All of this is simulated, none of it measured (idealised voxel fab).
The following process module bears the name voxel ribs on slabs.
Pictured: cross-section cut, 265 nm wide, on a grid of 5 nm square cells.
Think of the cross-section as a grid of square cells. We describe it in bands, top to bottom, and each band covers one or more rows of those cells. Heads up on the band format: heights come first, top then bottom, in nm. After that it's the materials left to right, each with its width in nm. A single material flagged "throughout" fills the whole band edge to edge, and "air" means there's empty space there. All heights in this document are referenced to 0, defined as the level beneath which the wafer, as received, consists entirely of one material. The lowest band is not bounded below; it extends indefinitely downward and is written in the form "z 0 and below". So if you see something like "30->40" for the width, read it as the top row of the band sitting at the first number and the bottom row at the second, with every row in between moving by the same amount as the last. Take "remains unaltered" at face value: in the step it is given for, the cross-section changed in none of its cells. Basically, "closed voids" tells you about the enclosed voids: empty spaces with no open way to the top, 8 cells or bigger, each written width x height at distance, where distance is from the left edge, all in nm. Read whatever lies past the settings on a step's line as the simulator's own remark about the step. Each step line may optionally specify "overlay nm", which for a step with a mask gives the rightward distance between the mask's planned place and where it lay, a negative value indicating the leftward direction.
[The process steps that were planned are listed below]
1. RECEIVE (material Si)
2. DIRECTIONAL_DEP (material SiO2; thk nm 25)
3. DIRECTIONAL_DEP (material polySi; thk nm 15)
4. PATTERN (tone cover; mask id RIB; material resist; width nm 30; thk nm 20; overlay nm 0)
5. DIRECTIONAL_ETCH (etch materials polySi; depth nm 5)
6. STRIP (etch materials resist)
7. PATTERN (tone cover; mask id SLAB; material resist; width nm 70; thk nm 15; overlay nm 0)
8. DIRECTIONAL_ETCH (etch materials polySi; depth nm 10)
9. STRIP (etch materials resist)
10. FILL_DEP (material SiO2; thk nm 15)
11. CMP (height nm 50)
12. DIRECTIONAL_DEP (material TiN; thk nm 5)
13. DIRECTIONAL_DEP (material aC; thk nm 15)
14. PATTERN (tone cover; mask id HEATER; material resist; width nm 40; thk nm 35; overlay nm 0)
15. DIRECTIONAL_ETCH (etch materials aC; depth nm 15)
16. STRIP (etch materials resist)
17. DIRECTIONAL_ETCH (etch materials TiN; depth nm 5)
18. STRIP (etch materials aC)
19. CONFORMAL_DEP (material SiO2; thk nm 10)
[Shown in cross-section is the wafer as received, that is, as it stands after step 1]
- z 0 and below | Si throughout
- closed voids: none
[Here's the wafer cut in cross-section after the module, started and planned just like above, except one thing was done wrong in the run]
- z 65 to 60 | air (100)  SiO2 (60)  air (105)
- z 60 to 55 | SiO2 throughout
- z 55 to 50 | SiO2 (110)  TiN (40)  SiO2 (115)
- z 50 to 40 | SiO2 throughout
- z 40 to 35 | SiO2 (95)  polySi (20)  SiO2 (30)  polySi (20)  SiO2 (100)
- z 35 to 30 | SiO2 (95)  polySi (70)  SiO2 (100)
- z 30 to 25 | polySi throughout
- z 25 to 0 | SiO2 throughout
- z 0 and below | Si throughout
- closed voids: none
Processing error: note that step 4 departed from the planned setting and was carried out as PATTERN (tone open; mask id RIB; material resist; width nm 30; thk nm 20; overlay nm 0)
